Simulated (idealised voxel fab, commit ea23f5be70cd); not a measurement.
Title: Process Module voxel released beams
195 nm wide, 5 nm square cells: that's cross-section cut.
Bands, listed from the top down, are how a cross-section gets written in this document; the cross-section itself is a grid of square cells, and a band is one or more rows of them.
Basically the band line says how high the top is and how high the bottom is, in nm, and then what's in it from left to right, every material with its width in nm. Empty space shows up as "empty", and if a single material carries "all across" it runs the full band edge to edge.
It should be noted that heights are counted from 0, beneath which the wafer as supplied is of one material throughout, and that the lowest band possesses no lower boundary but continues downward, as written in "0..down".
A two-number width, for instance "30..40", indicates that the width is equal to the first number in the top row of the band and to the second number in the bottom row, and that it changes by a constant amount per row of cells.
What does "no modification" mean for a step? It means no cell of the cross-section changed in that step.
The entry titled "Closed cavities" provides the empty spaces that have no open way to the top, restricted to those of 8 cells or more. Each is presented as width x height at distance, the distance being measured from the left edge, with all three in nm.
Past the settings on a step's line: simulator remark, on that step.
The optional step-line setting "overlay nm" applies to steps with a mask and quantifies how far to the right of its planned location the mask lay, a negative value indicating leftward placement.
-- Steps planned for the process
1. RECEIVE [material Si]
2. CONFORMAL_DEP [material Al2O3] [thk nm 10]
3. DIRECTIONAL_DEP [material SiO2] [thk nm 20]
4. MASKED_ETCH [tone open] [mask id ANCHOR] [width nm 35] [etch materials SiO2] [depth nm 20] [overlay nm 0]
5. CONFORMAL_DEP [material SiN] [thk nm 15]
6. PATTERN [tone cover] [mask id BEAM] [material resist] [width nm 100] [thk nm 15] [overlay nm 0]
7. DIRECTIONAL_ETCH [etch materials SiN] [depth nm 15]
8. STRIP [etch materials resist]
9. STRIP [etch materials SiO2]
-- Incoming wafer, cross-sectional view, post step 1
  0..down: Si all across
  Closed cavities: none
-- Cross-section taken at module completion on the first of two wafers; processed per the plan
  45..30: empty 45 nm; SiN 20 nm; empty 5 nm; SiN 75 nm; empty 50 nm
  30..25: empty 50 nm; SiN 15 nm; empty 5 nm; SiN 15 nm; empty 110 nm
  25..10: empty 50 nm; SiN 35 nm; empty 110 nm
  10..0: Al2O3 all across
  0..down: Si all across
  Closed cavities: none
-- Same start, same plan as the first wafer - but one mistake in the run. Cross-section of the second of the two at the end of the module
  60..45: empty 45 nm; SiN 100 nm; empty 50 nm
  45..30: SiN all across
  30..10: SiO2 50 nm; SiN 35 nm; SiO2 110 nm
  10..0: Al2O3 all across
  0..down: Si all across
  Closed cavities: none
Against the plan, the run slipped here: step 5, plan: ran twice
Final cells, second wafer relative to first, materials higher or lower: SiN +121 | SiO2 +128
